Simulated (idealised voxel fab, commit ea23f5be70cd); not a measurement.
Title: Process Module voxel released beams
160 nm wide, 5 nm square cells: that's cross-section cut.
A cross-section in this document is a grid of square cells, and it is written down as bands, the top band listed before the ones below it; a band is made up of one or more rows of cells.
This entry defines a band. It first specifies the height of the band's top and the height of its bottom in nm, and then specifies the band's materials from left to right, stating each material with its width in nm. The word "all across" identifies a single material that fills the band from edge to edge, while the word "empty" identifies empty space.
Measure heights from 0. That's the level where, below it, the as-received wafer is all one material. The lowest band is bottomless and extends downward; write it as in "top 0, no bottom".
Think of "30 to 40" as a width that walks from the first number to the second as you go down the band, top row to bottom row, taking equal-sized steps from row to row.
"all unchanged" for a step: no cell of the cross-section changed in that step.
Closed empty spaces (no open way to the top) of 8 cells or more are what "Fully enclosed voids" lists, each as width x height at distance from the left edge, nm for all three.
Post-settings text on a step line: simulator's own remark regarding the step.
For masked steps, "overlay nm" on the step line gives how far right of plan the mask actually lay; a minus sign means it lay to the left.
The planned process steps are enumerated hereunder:
1,RECEIVE: material Si
2,CONFORMAL_DEP: material Al2O3, thk nm 5
3,DIRECTIONAL_DEP: material SiO2, thk nm 20
4,DIRECTIONAL_DEP: material aC, thk nm 10
5,PATTERN: tone open, mask id ANCHOR, material resist, width nm 25, thk nm 25, overlay nm 0
6,DIRECTIONAL_ETCH: etch materials aC, depth nm 10
7,STRIP: etch materials resist
8,DIRECTIONAL_ETCH: etch materials SiO2, depth nm 20
9,STRIP: etch materials aC
10,CONFORMAL_DEP: material polySi, thk nm 10
11,PATTERN: tone cover, mask id BEAM, material resist, width nm 90, thk nm 15, overlay nm 0
12,DIRECTIONAL_ETCH: etch materials polySi, depth nm 10
13,STRIP: etch materials resist
14,STRIP: etch materials SiO2
Here's what the wafer looked like in cross-section when it arrived - that's after step 1:
- top 0, no bottom | Si all across
- Fully enclosed voids: none
Cross-sectional view of the first of the two wafers upon completion of the module, processed in accordance with the plan:
- top 35, bottom 25 | 30 empty | 15 polySi | 5 empty | 70 polySi | 40 empty
- top 25, bottom 15 | 35 empty | 10 polySi | 5 empty | 10 polySi | 100 empty
- top 15, bottom 5 | 35 empty | 25 polySi | 100 empty
- top 5, bottom 0 | Al2O3 all across
- top 0, no bottom | Si all across
- Fully enclosed voids: none
Wafer two, sectioned after the module: the first wafer's start, the first wafer's plan, and one mistake in how it was run:
- top 35, bottom 25 | 25 empty | 20 polySi | 5 empty | 65 polySi | 45 empty
- top 25, bottom 15 | 35 empty | 10 polySi | 5 empty | 10 polySi | 100 empty
- top 15, bottom 5 | 35 empty | 25 polySi | 100 empty
- top 5, bottom 0 | Al2O3 all across
- top 0, no bottom | Si all across
- Fully enclosed voids: none
It is concluded that the wafer was processed incorrectly with respect to the plan, in that step 11 ran with different settings than intended, the actual operation and settings being PATTERN: tone cover, mask id BEAM, material resist, width nm 90, thk nm 15, overlay nm -5
Upon completion, the cell count for each material on the second wafer equals that on the first, whereas the spatial distribution of those cells differs.
